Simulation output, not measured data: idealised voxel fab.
Name of the process module below: voxel spacer lines
The cross-section on display is named cut; it measures 285 nm wide, and its cells are 5 nm squares.
Cross-section format: a grid of square cells, given as bands from top to bottom; each band is one or more rows of cells.
In this notation a band is specified by the heights of its top and bottom, in that order and in nm, after which its materials appear from left to right, each paired with its width in nm. The word "all across" attached to a single material means that material fills the band from edge to edge; the word "blank" stands for empty space.
Counting heights begins at 0, where everything beneath is, in the wafer as received, one material. The lowest band has no bottom; it goes on downwards, as "0 and below" shows.
Width: "30->40" (first number = top row, second number = bottom row, same change from row to row of cells).
Where a step carries "nothing got changed", the cross-section came out of it unchanged, cell for cell.
"Tabulated closed voids": sealed empty spaces, 8 cells or more, no open way to top, listed width x height at distance, with distance from the left edge and width, height and distance in nm.
Whatever follows a step's settings on its line is a remark the simulator itself makes about that step.
overlay nm, on a step with a mask: how far to the right of its planned place the mask lay; to the left if negative
## plan
1) RECEIVE: material Si
2) CONFORMAL_DEP: material Al2O3, thk nm 10
3) DIRECTIONAL_DEP: material W, thk nm 10
4) DIRECTIONAL_DEP: material aC, thk nm 30
5) PATTERN: tone cover, mask id MANDREL, material resist, width nm 25, pitch nm 80, thk nm 35, overlay nm 0
6) DIRECTIONAL_ETCH: etch materials aC, depth nm 30
7) STRIP: etch materials resist
8) CONFORMAL_DEP: material SiO2, thk nm 15
9) DIRECTIONAL_ETCH: etch materials SiO2, depth nm 15
10) STRIP: etch materials aC
11) DIRECTIONAL_ETCH: etch materials W, depth nm 10
12) STRIP: etch materials SiO2
## Step 1 complete: cross-section of the wafer as received
	0 and below  Si all across
	Tabulated closed voids: none
## Result of the module, cross-sectioned: start per above, plan per above, one error in how it was run
	20 down to 10  blank (90) / W (25) / blank (55) / W (25) / blank (90)
	10 down to 0  Al2O3 all across
	0 and below  Si all across
	Tabulated closed voids: none
Heads up, the wafer didn't run the way we planned it: step 5, actual vs plan mismatch, actual run PATTERN: tone open, mask id MANDREL, material resist, width nm 25, pitch nm 80, thk nm 35, overlay nm 0
